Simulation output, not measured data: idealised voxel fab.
Process module, titled voxel released beams
The cross-section on display is named cut; it measures 260 nm wide, and its cells are 5 nm squares.
Format of a cross-section: grid, square cells. Given as bands. Order: top down. Band: one or more rows of cells. Heights first: top, then bottom, in nm. Then materials, left to right, each with a width in nm. "edge to edge" on a single material: fills the band edge to edge. "air": empty space. Heights are expressed relative to 0, this being the level below which the as-received wafer comprises one material exclusively. The lowest band is unbounded in the downward direction and is denoted as in "0..down". Top row gets the first number, bottom row gets the second, and each row in between changes by the same step: that is how a band width like "30 to 40" works. A step reported as "nothing altered" is a step in which no cell of the cross-section changed. Any empty space of 8 cells or more lacking an open way to the top shows up in "Closed void inventory" as width x height at distance, distance from the left edge, in nm. On each step's line, the part that comes after the settings is the simulator's own comment on the step. What "overlay nm" on a step's line means: if the step has a mask, that mask lay this far to the right of its planned place, or, when the value is negative, to the left.
[Planned process steps]
step 1: RECEIVE | material Si
step 2: CONFORMAL_DEP | material SiN | thk nm 5
step 3: DIRECTIONAL_DEP | material SiO2 | thk nm 20
step 4: DIRECTIONAL_DEP | material aC | thk nm 15
step 5: PATTERN | tone open | mask id ANCHOR | material resist | width nm 25 | thk nm 30 | overlay nm 0
step 6: DIRECTIONAL_ETCH | etch materials aC | depth nm 15
step 7: STRIP | etch materials resist
step 8: DIRECTIONAL_ETCH | etch materials SiO2 | depth nm 20
step 9: STRIP | etch materials aC
step 10: CONFORMAL_DEP | material W | thk nm 10
step 11: PATTERN | tone cover | mask id BEAM | material resist | width nm 80 | thk nm 15 | overlay nm 0
step 12: DIRECTIONAL_ETCH | etch materials W | depth nm 10
step 13: STRIP | etch materials resist
step 14: STRIP | etch materials SiO2
[Delivered wafer in cross-section: state after step 1]
* 0..down | Si edge to edge
* Closed void inventory: none
[First of two wafers, end-of-module section, run followed plan]
* 35..25 | 85 of air; 15 of W; 5 of air; 60 of W; 95 of air
* 25..15 | 90 of air; 10 of W; 5 of air; 10 of W; 145 of air
* 15..5 | 90 of air; 25 of W; 145 of air
* 5..0 | SiN edge to edge
* 0..down | Si edge to edge
* Closed void inventory: none
[Wafer two (of two), end-of-module cross-section: start = wafer one, plan = wafer one, one run mistake]
* 35..25 | 85 of air; 15 of W; 5 of air; 65 of W; 90 of air
* 25..15 | 90 of air; 10 of W; 5 of air; 10 of W; 145 of air
* 15..5 | 90 of air; 25 of W; 145 of air
* 5..0 | SiN edge to edge
* 0..down | Si edge to edge
* Closed void inventory: none
what went wrong: off-plan run, step 11, actual operation and settings PATTERN | tone cover | mask id BEAM | material resist | width nm 85 | thk nm 15 | overlay nm 0
Looking at both finished wafers in cells, the second ends up ahead of or behind the first on some materials: W +2
